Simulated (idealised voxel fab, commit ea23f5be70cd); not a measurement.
process module | voxel air gaps
cross-section cut | 205 nm wide | cells 5 nm
A cross-section is a grid of square cells, given in bands from the top down. A band is one or more rows of cells.
Each band's line starts with the height of the band's top and of its bottom, in nm. Then come its materials from left to right, each with its width in nm. One material with "throughout" fills the band from edge to edge. "air" is empty space.
Height 0 is the level under which the wafer as received is all one material. The lowest band goes on downwards, as in "0 down".
A width such as "30 to 40" changes by the same amount from each row of cells to the next, from the band's top row to its bottom row.
"no change" after a step means that no cell of the cross-section changed.
closed voids: empty space of 8 cells or more with no open way to the top, each as width x height at its distance from the left edge, in nm
after a step's settings: what the simulator itself notes on the step
overlay nm, on a step with a mask: how far to the right of its planned place the mask lay; to the left if negative
plan
1 op RECEIVE | material Si
2 op CONFORMAL_DEP | material SiO2 | thk nm 10
3 op CONFORMAL_DEP | material SiN | thk nm 5
4 op DIRECTIONAL_DEP | material SiO2 | thk nm 40
5 op PATTERN | tone open | mask id LINES | material resist | width nm 15 | pitch nm 40 | thk nm 20 | overlay nm 0
6 op DIRECTIONAL_ETCH | etch materials SiO2 | depth nm 40
7 op STRIP | etch materials resist
8 op CONFORMAL_DEP | material TiN | thk nm 5
9 op FILL_DEP | material Cu | thk nm 5
10 op CMP | height nm 55
11 op EPI | material Ru | thk nm 10
12 op SELECTIVE_ETCH | etch materials SiO2 | depth nm 50
13 op CONFORMAL_DEP | material SiN | thk nm 5
as received, after step 1
  0 down: Si throughout
  closed voids: none
a wafer at the end: this start, this plan, one mistake
  70 to 65: SiN throughout
  65 to 55: Ru throughout
  55 to 20: Cu 50 | TiN 5 | SiO2 15 | TiN 5 | Cu 15 | TiN 5 | SiO2 15 | TiN 5 | Cu 15 | TiN 5 | SiO2 15 | TiN 5 | Cu 50
  20 to 15: TiN 55 | SiO2 15 | TiN 25 | SiO2 15 | TiN 25 | SiO2 15 | TiN 55
  15 to 10: SiN throughout
  10 to 0: SiO2 throughout
  0 down: Si throughout
  closed voids: none
what went wrong: step 5 ran as: op PATTERN | tone cover | mask id LINES | material resist | width nm 15 | pitch nm 40 | thk nm 20 | overlay nm 0
